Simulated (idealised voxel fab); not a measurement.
Module name: voxel self aligned vias (process module)
In the cross-section labelled cut, the width is 300 nm and each square cell is 5 nm.
We lay out every cross-section as a grid of square cells and spell it out in bands from the top down, where one band means one or more rows of cells.
First you get the band's top height and its bottom height, in nm, and then the materials it's made of, left to right, with each width in nm. If you see a single material with "edge to edge", that one covers the band edge to edge. "air" is empty space.
Heights are measured from 0, the level below which the as-received wafer is all one material; the lowest band has no bottom and continues downward, written as in "0 down".
Width spec "30->40" -> top row of cells at first value, bottom row at second value, equal per-row change in between.
Given "no change" for a step, no cell of the cross-section differs between before and after that step.
Voids not open to the top, 8 cells minimum: see "Non-vented voids". Written width x height at distance; distance is from the left edge; nm.
On each step's line, the part that comes after the settings is the simulator's own comment on the step.
The optional step-line setting "overlay nm" applies to steps with a mask and quantifies how far to the right of its planned location the mask lay, a negative value indicating leftward placement.
**Planned process steps**
1: RECEIVE,material Si
2: CONFORMAL_DEP,material SiO2,thk nm 15
3: CONFORMAL_DEP,material SiCN,thk nm 5
4: DIRECTIONAL_DEP,material SiO2,thk nm 25
5: PATTERN,tone open,mask id LINES,material resist,width nm 20,pitch nm 60,thk nm 15,overlay nm 0
6: DIRECTIONAL_ETCH,etch materials SiO2,depth nm 25
7: STRIP,etch materials resist
8: CONFORMAL_DEP,material TiN,thk nm 5
9: FILL_DEP,material W,thk nm 10
10: CMP,height nm 45
11: SELECTIVE_ETCH,etch materials W Ru TiN,depth nm 5
12: FILL_DEP,material SiN,thk nm 5
13: CMP,height nm 45
14: DIRECTIONAL_DEP,material SiO2,thk nm 20
15: DIRECTIONAL_DEP,material aC,thk nm 10
16: PATTERN,tone open,mask id VIAS,material resist,width nm 40,pitch nm 60,thk nm 30,overlay nm 0
17: DIRECTIONAL_ETCH,etch materials aC,depth nm 10
18: STRIP,etch materials resist
19: DIRECTIONAL_ETCH,etch materials SiO2,depth nm 20
20: DIRECTIONAL_ETCH,etch materials SiN,depth nm 5
21: STRIP,etch materials aC
22: CONFORMAL_DEP,material TiN,thk nm 5
23: FILL_DEP,material Ru,thk nm 10
24: CMP,height nm 65
25: CONFORMAL_DEP,material SiN,thk nm 5
**Wafer at receipt (post step 1), cross-section**
    0 down: Si edge to edge
    Non-vented voids: none
**As-planned run: cross-section of the first of two wafers at end of module**
    70 to 65: SiN edge to edge
    65 to 50: 70 of SiO2, 5 of TiN, 30 of Ru, 5 of TiN, 20 of SiO2, 5 of TiN, 30 of Ru, 5 of TiN, 20 of SiO2, 5 of TiN, 30 of Ru, 5 of TiN, 70 of SiO2
    50 to 45: 70 of SiO2, 15 of TiN, 10 of Ru, 15 of TiN, 20 of SiO2, 15 of TiN, 10 of Ru, 15 of TiN, 20 of SiO2, 15 of TiN, 10 of Ru, 15 of TiN, 70 of SiO2
    45 to 40: 80 of SiO2, 20 of TiN, 40 of SiO2, 20 of TiN, 40 of SiO2, 20 of TiN, 80 of SiO2
    40 to 25: 80 of SiO2, 5 of TiN, 10 of W, 5 of TiN, 40 of SiO2, 5 of TiN, 10 of W, 5 of TiN, 40 of SiO2, 5 of TiN, 10 of W, 5 of TiN, 80 of SiO2
    25 to 20: 80 of SiO2, 20 of TiN, 40 of SiO2, 20 of TiN, 40 of SiO2, 20 of TiN, 80 of SiO2
    20 to 15: SiCN edge to edge
    15 to 0: SiO2 edge to edge
    0 down: Si edge to edge
    Non-vented voids: none
**Wafer two cross-section, module end. Start and plan unchanged from wafer one; one mistake made during the run**
    70 to 65: SiN edge to edge
    65 to 50: 65 of Ru, 5 of TiN, 40 of SiO2, 5 of TiN, 10 of Ru, 5 of TiN, 40 of SiO2, 5 of TiN, 10 of Ru, 5 of TiN, 40 of SiO2, 5 of TiN, 65 of Ru
    50 to 45: 70 of TiN, 40 of SiO2, 20 of TiN, 40 of SiO2, 20 of TiN, 40 of SiO2, 70 of TiN
    45 to 40: 80 of SiO2, 20 of SiN, 40 of SiO2, 20 of SiN, 40 of SiO2, 20 of SiN, 80 of SiO2
    40 to 25: 80 of SiO2, 5 of TiN, 10 of W, 5 of TiN, 40 of SiO2, 5 of TiN, 10 of W, 5 of TiN, 40 of SiO2, 5 of TiN, 10 of W, 5 of TiN, 80 of SiO2
    25 to 20: 80 of SiO2, 20 of TiN, 40 of SiO2, 20 of TiN, 40 of SiO2, 20 of TiN, 80 of SiO2
    20 to 15: SiCN edge to edge
    15 to 0: SiO2 edge to edge
    0 down: Si edge to edge
    Non-vented voids: none
Deviation from plan: heads up, step 16 didn't go per plan, it actually ran as PATTERN,tone cover,mask id VIAS,material resist,width nm 40,pitch nm 60,thk nm 30,overlay nm 0
Upon completion, the second wafer contains, in terms of cells, a greater or smaller amount of certain materials than the first wafer: Ru: 30 more, SiN: 12 more, SiO2: 48 fewer, TiN: 6 more
